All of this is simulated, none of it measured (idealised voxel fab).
Proc. module: voxel double patterning
The cross-section on display is named cut; it measures 200 nm wide, and its cells are 5 nm squares.
Cross-section spec: square-cell grid; bands listed top down; each band is one or more rows.
Each band's line starts with the height of the band's top and of its bottom, in nm. Then come its materials from left to right, each with its width in nm. One material with "throughout" fills the band from edge to edge. "air" is empty space.
The reference from which all heights are counted is 0, the level beneath which the as-received wafer is entirely one material; the lowest band, having no lower bound, proceeds downward and is written after the example "z 0 and below".
A width given as "30->40" starts at the first number in the band's top row and ends at the second number in its bottom row, shifting by an equal amount at every step from row to row.
"nothing was modified", as given for a step, is the statement that not any cell of the cross-section underwent a change during that step.
"Fully sealed cavities" means: voids of 8 cells or more that are shut off from the top with no open way through. Written width x height at distance, distance from the left edge, in nm.
On each step's line, the part that comes after the settings is the simulator's own comment on the step.
overlay nm: mask right of planned place by this much (step with mask). Neg. = left.

### The process steps that were planned are listed below
| 1 | RECEIVE, material Si |
| 2 | CONFORMAL_DEP, material SiN, thk nm 5 |
| 3 | DIRECTIONAL_DEP, material SiO2, thk nm 20 |
| 4 | DIRECTIONAL_DEP, material SiCN, thk nm 10 |
| 5 | DIRECTIONAL_DEP, material aC, thk nm 10 |
| 6 | PATTERN, tone open, mask id FIRST, material resist, width nm 15, pitch nm 50, thk nm 30, overlay nm 0 |
| 7 | DIRECTIONAL_ETCH, etch materials aC, depth nm 10 |
| 8 | STRIP, etch materials resist |
| 9 | DIRECTIONAL_ETCH, etch materials SiCN, depth nm 10 |
| 10 | STRIP, etch materials aC |
| 11 | MASKED_ETCH, tone open, mask id SECOND, width nm 15, etch materials SiCN, depth nm 10, overlay nm 0 |
| 12 | DIRECTIONAL_ETCH, etch materials SiO2, depth nm 20 |
| 13 | STRIP, etch materials SiCN |

### Wafer cross-section on receipt, i.e. after step 1
	z 0 and below = Si throughout
	Fully sealed cavities: none

### The plan above was carried out on the starting structure above with one mistake, and this cross-section shows the wafer at the end of the module
	z 45 to 25 = SiO2: 65  air: 15  SiO2: 10  air: 15  SiO2: 10  air: 15  SiO2: 70
	z 25 to 5 = SiO2 throughout
	z 5 to 0 = SiN throughout
	z 0 and below = Si throughout
	Fully sealed cavities: none
The mistake made against the process plan was this: step 3 in the plan was executed twice
